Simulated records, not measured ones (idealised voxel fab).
process module | voxel ribs on slabs
cross-section cut | 150 nm wide | cells 5 nm
A cross-section is a grid of square cells, given in bands from the top down. A band is one or more rows of cells.
Each band's line starts with the height of the band's top and of its bottom, in nm. Then come its materials from left to right, each with its width in nm. One material with "throughout" fills the band from edge to edge. "air" is empty space.
Height 0 is the level under which the wafer as received is all one material. The lowest band goes on downwards, as in "0 down".
A width such as "30 to 40" changes by the same amount from each row of cells to the next, from the band's top row to its bottom row.
"no change" after a step means that no cell of the cross-section changed.
closed voids: empty space of 8 cells or more with no open way to the top, each as width x height at its distance from the left edge, in nm
after a step's settings: what the simulator itself notes on the step
overlay nm, on a step with a mask: how far to the right of its planned place the mask lay; to the left if negative
plan
1 op RECEIVE | material Si
2 op DIRECTIONAL_DEP | material SiO2 | thk nm 20
3 op DIRECTIONAL_DEP | material polySi | thk nm 25
4 op MASKED_ETCH | tone cover | mask id RIB | width nm 20 | etch materials polySi | depth nm 15 | overlay nm 0
5 op DIRECTIONAL_DEP | material aC | thk nm 15
6 op PATTERN | tone cover | mask id SLAB | material resist | width nm 50 | thk nm 30 | overlay nm 0
7 op DIRECTIONAL_ETCH | etch materials aC | depth nm 15
8 op STRIP | etch materials resist
9 op DIRECTIONAL_ETCH | etch materials polySi | depth nm 10
10 op STRIP | etch materials aC
11 op FILL_DEP | material SiO2 | thk nm 15
12 op CMP | height nm 55
13 op DIRECTIONAL_DEP | material W | thk nm 5
14 op DIRECTIONAL_DEP | material aC | thk nm 15
15 op PATTERN | tone cover | mask id HEATER | material resist | width nm 30 | thk nm 30 | overlay nm 0
16 op DIRECTIONAL_ETCH | etch materials aC | depth nm 15
17 op STRIP | etch materials resist
18 op DIRECTIONAL_ETCH | etch materials W | depth nm 5
19 op STRIP | etch materials aC
20 op CONFORMAL_DEP | material SiO2 | thk nm 10
first wafer, as planned
as received, after step 1
  0 down: Si throughout
  closed voids: none
after step 2
  20 to 0: SiO2 throughout
  below 0: unchanged
after step 3
  45 to 20: polySi throughout
  below 20: unchanged
after step 4
  45 to 30: air 65 | polySi 20 | air 65
  below 30: unchanged
after step 5
  60 to 45: air 65 | aC 20 | air 65
  45 to 30: aC 65 | polySi 20 | aC 65
  below 30: unchanged
after step 6
  90 to 60: air 50 | resist 50 | air 50
  60 to 45: air 50 | resist 15 | aC 20 | resist 15 | air 50
  below 45: unchanged
after step 7
  75 to 60: air 50 | resist 50 | air 50
  60 to 45: air 50 | resist 15 | aC 20 | resist 15 | air 50
  45 to 30: air 50 | aC 15 | polySi 20 | aC 15 | air 50
  below 30: unchanged
after step 8
  60 to 45: air 65 | aC 20 | air 65
  below 45: unchanged
after step 9
  60 to 45: air 65 | aC 20 | air 65
  45 to 30: air 50 | aC 15 | polySi 20 | aC 15 | air 50
  30 to 20: air 50 | polySi 50 | air 50
  below 20: unchanged
after step 10
  45 to 30: air 65 | polySi 20 | air 65
  below 30: unchanged
after step 11
  60 to 45: SiO2 throughout
  45 to 30: SiO2 65 | polySi 20 | SiO2 65
  30 to 20: SiO2 50 | polySi 50 | SiO2 50
  below 20: unchanged
after step 12
  55 to 45: SiO2 throughout
  below 45: unchanged
after step 13
  60 to 55: W throughout
  below 55: unchanged
after step 14
  75 to 60: aC throughout
  below 60: unchanged
after step 15
  105 to 75: air 60 | resist 30 | air 60
  below 75: unchanged
after step 16
  90 to 75: air 60 | resist 30 | air 60
  75 to 60: air 60 | aC 30 | air 60
  below 60: unchanged
after step 17
  75 to 60: air 60 | aC 30 | air 60
  below 60: unchanged
after step 18
  75 to 60: air 60 | aC 30 | air 60
  60 to 55: air 60 | W 30 | air 60
  below 55: unchanged
after step 19
  60 to 55: air 60 | W 30 | air 60
  below 55: unchanged
after step 20
  70 to 65: air 50 | SiO2 50 | air 50
  65 to 60: SiO2 throughout
  60 to 55: SiO2 60 | W 30 | SiO2 60
  below 55: unchanged
second wafer: like start, like plan, one mistake. Through step 1 it matches the first wafer
when step 2 should have ended
  25 to 0: polySi throughout
  below 0: unchanged
when step 3 should have ended
  45 to 25: SiO2 throughout
  below 25: unchanged
when step 4 should have ended: no change
when step 5 should have ended
  60 to 45: aC throughout
  below 45: unchanged
when step 6 should have ended
  90 to 60: air 50 | resist 50 | air 50
  below 60: unchanged
when step 7 should have ended
  75 to 60: air 50 | resist 50 | air 50
  60 to 45: air 50 | aC 50 | air 50
  below 45: unchanged
when step 8 should have ended
  60 to 45: air 50 | aC 50 | air 50
  below 45: unchanged
when step 9 should have ended: no change
when step 10 should have ended
  45 to 25: SiO2 throughout
  below 25: unchanged
when step 11 should have ended
  60 to 25: SiO2 throughout
  below 25: unchanged
when step 12 should have ended
  55 to 25: SiO2 throughout
  below 25: unchanged
when step 13 should have ended
  60 to 55: W throughout
  below 55: unchanged
when step 14 should have ended
  75 to 60: aC throughout
  below 60: unchanged
when step 15 should have ended
  105 to 75: air 60 | resist 30 | air 60
  below 75: unchanged
when step 16 should have ended
  90 to 75: air 60 | resist 30 | air 60
  75 to 60: air 60 | aC 30 | air 60
  below 60: unchanged
when step 17 should have ended
  75 to 60: air 60 | aC 30 | air 60
  below 60: unchanged
when step 18 should have ended
  75 to 60: air 60 | aC 30 | air 60
  60 to 55: air 60 | W 30 | air 60
  below 55: unchanged
when step 19 should have ended
  60 to 55: air 60 | W 30 | air 60
  below 55: unchanged
when step 20 should have ended
  70 to 65: air 50 | SiO2 50 | air 50
  65 to 60: SiO2 throughout
  60 to 55: SiO2 60 | W 30 | SiO2 60
  below 55: unchanged
what went wrong: steps 2 and 3 were swapped
at the end the second wafer has, in cells: 118 fewer of SiO2 | 118 more of polySi
